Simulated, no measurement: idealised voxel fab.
The following process module bears the name voxel ribs on slabs.
cross-section cut | 205 nm wide | cells 5 nm
Throughout this document, each cross-section is represented as a grid of square cells and is presented as a sequence of bands enumerated from the top downward, where a band comprises one or more rows of cells.
The band entry comprises the height of the band's top followed by the height of its bottom, expressed in nm, and subsequently the band's materials from left to right, each stated together with its width in nm. Where a single material is marked with the word "throughout", that material fills the band from edge to edge. The word "empty" represents empty space.
Heights from 0 (as-received wafer is one material below). Bottom band endless downward, as "top 0, no bottom".
A width such as "30..40" changes by the same amount from each row of cells to the next, from the band's top row to its bottom row.
Any step labelled "remained unchanged" changed none of the cells in the cross-section.
"Closed void listing": empty spaces of 8 cells or more with no open way to the top, each given as width x height at distance, distance from the left edge, all in nm.
after a step's settings: what the simulator itself notes on the step
overlay nm: how far to the right of its planned place the mask lay on this masked step (negative: to the left).

### So here's the lineup of process steps we planned
- 1: RECEIVE with material Si
- 2: DIRECTIONAL_DEP with material SiO2, thk nm 25
- 3: DIRECTIONAL_DEP with material polySi, thk nm 15
- 4: DIRECTIONAL_DEP with material aC, thk nm 15
- 5: PATTERN with tone cover, mask id RIB, material resist, width nm 25, thk nm 35, overlay nm 0
- 6: DIRECTIONAL_ETCH with etch materials aC, depth nm 15
- 7: STRIP with etch materials resist
- 8: DIRECTIONAL_ETCH with etch materials polySi, depth nm 5
- 9: STRIP with etch materials aC
- 10: DIRECTIONAL_DEP with material aC, thk nm 15
- 11: PATTERN with tone cover, mask id SLAB, material resist, width nm 85, thk nm 30, overlay nm -15
- 12: DIRECTIONAL_ETCH with etch materials aC, depth nm 15
- 13: STRIP with etch materials resist
- 14: DIRECTIONAL_ETCH with etch materials polySi, depth nm 10
- 15: STRIP with etch materials aC
- 16: FILL_DEP with material SiO2, thk nm 15
- 17: CMP with height nm 50
- 18: DIRECTIONAL_DEP with material TiN, thk nm 10
- 19: DIRECTIONAL_DEP with material aC, thk nm 15
- 20: PATTERN with tone cover, mask id HEATER, material resist, width nm 35, thk nm 35, overlay nm 0
- 21: DIRECTIONAL_ETCH with etch materials aC, depth nm 15
- 22: STRIP with etch materials resist
- 23: DIRECTIONAL_ETCH with etch materials TiN, depth nm 10
- 24: STRIP with etch materials aC
- 25: CONFORMAL_DEP with material SiN, thk nm 10
varied across the wafers: overlay nm of step 11. The plan shows the first wafer's value. All wafers start alike

### Cross-section: the first of several wafers in its as-received state, i.e. following step 1
	top 0, no bottom  Si throughout
	Closed void listing: none

### Rows = wafers. At module end, each row lists per material the cells gained (+) or lost (-) since the wafer was received, then the closed voids
overlay nm -15, +90 SiN, +371 SiO2, +14 TiN, +39 polySi, Closed void listing: none
overlay nm -10, +90 SiN, +371 SiO2, +14 TiN, +39 polySi, Closed void listing: none
overlay nm -5, +90 SiN, +371 SiO2, +14 TiN, +39 polySi, Closed void listing: none
overlay nm 0, +90 SiN, +371 SiO2, +14 TiN, +39 polySi, Closed void listing: none
overlay nm 5, +90 SiN, +371 SiO2, +14 TiN, +39 polySi, Closed void listing: none
overlay nm 10, +90 SiN, +371 SiO2, +14 TiN, +39 polySi, Closed void listing: none
overlay nm 15, +90 SiN, +371 SiO2, +14 TiN, +39 polySi, Closed void listing: none
